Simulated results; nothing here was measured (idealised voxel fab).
process module | voxel lift off
cross-section cut | 295 nm wide | cells 5 nm
A cross-section is a grid of square cells, given in bands from the top down. A band is one or more rows of cells.
Each band's line starts with the height of the band's top and of its bottom, in nm. Then come its materials from left to right, each with its width in nm. One material with "throughout" fills the band from edge to edge. "air" is empty space.
Height 0 is the level under which the wafer as received is all one material. The lowest band goes on downwards, as in "0 down".
A width such as "30 to 40" changes by the same amount from each row of cells to the next, from the band's top row to its bottom row.
"no change" after a step means that no cell of the cross-section changed.
closed voids: empty space of 8 cells or more with no open way to the top, each as width x height at its distance from the left edge, in nm
after a step's settings: what the simulator itself notes on the step
overlay nm, on a step with a mask: how far to the right of its planned place the mask lay; to the left if negative
plan
1 op RECEIVE | material Si
2 op CONFORMAL_DEP | material SiN | thk nm 10
3 op PATTERN | tone open | mask id LINES | material resist | width nm 25 | pitch nm 50 | thk nm 30 | overlay nm 0
4 op DIRECTIONAL_DEP | material Ru | thk nm 15
5 op STRIP | etch materials resist
6 op CONFORMAL_DEP | material SiN | thk nm 5
first wafer, as planned
as received, after step 1
  0 down: Si throughout
  closed voids: none
after step 2
  10 to 0: SiN throughout
  below 0: unchanged
after step 3
  40 to 10: resist 85 | air 25 | resist 25 | air 25 | resist 25 | air 25 | resist 85
  below 10: unchanged
after step 4
  55 to 40: Ru 85 | air 25 | Ru 25 | air 25 | Ru 25 | air 25 | Ru 85
  40 to 25: resist 85 | air 25 | resist 25 | air 25 | resist 25 | air 25 | resist 85
  25 to 10: resist 85 | Ru 25 | resist 25 | Ru 25 | resist 25 | Ru 25 | resist 85
  below 10: unchanged
after step 5
  25 to 10: air 85 | Ru 25 | air 25 | Ru 25 | air 25 | Ru 25 | air 85
  below 10: unchanged
after step 6
  30 to 25: air 80 | SiN 35 | air 15 | SiN 35 | air 15 | SiN 35 | air 80
  25 to 15: air 80 | SiN 5 | Ru 25 | SiN 5 | air 15 | SiN 5 | Ru 25 | SiN 5 | air 15 | SiN 5 | Ru 25 | SiN 5 | air 80
  15 to 10: SiN 85 | Ru 25 | SiN 25 | Ru 25 | SiN 25 | Ru 25 | SiN 85
  below 10: unchanged
second wafer: like start, like plan, one mistake. Through step 5 it matches the first wafer
when step 6 should have ended
  30 to 15: air 80 | Ru 35 | air 15 | Ru 35 | air 15 | Ru 35 | air 80
  15 to 10: Ru throughout
  below 10: unchanged
what went wrong: step 6 ran as: op CONFORMAL_DEP | material Ru | thk nm 5
at the end the second wafer has, in cells: 77 more of Ru | 77 fewer of SiN
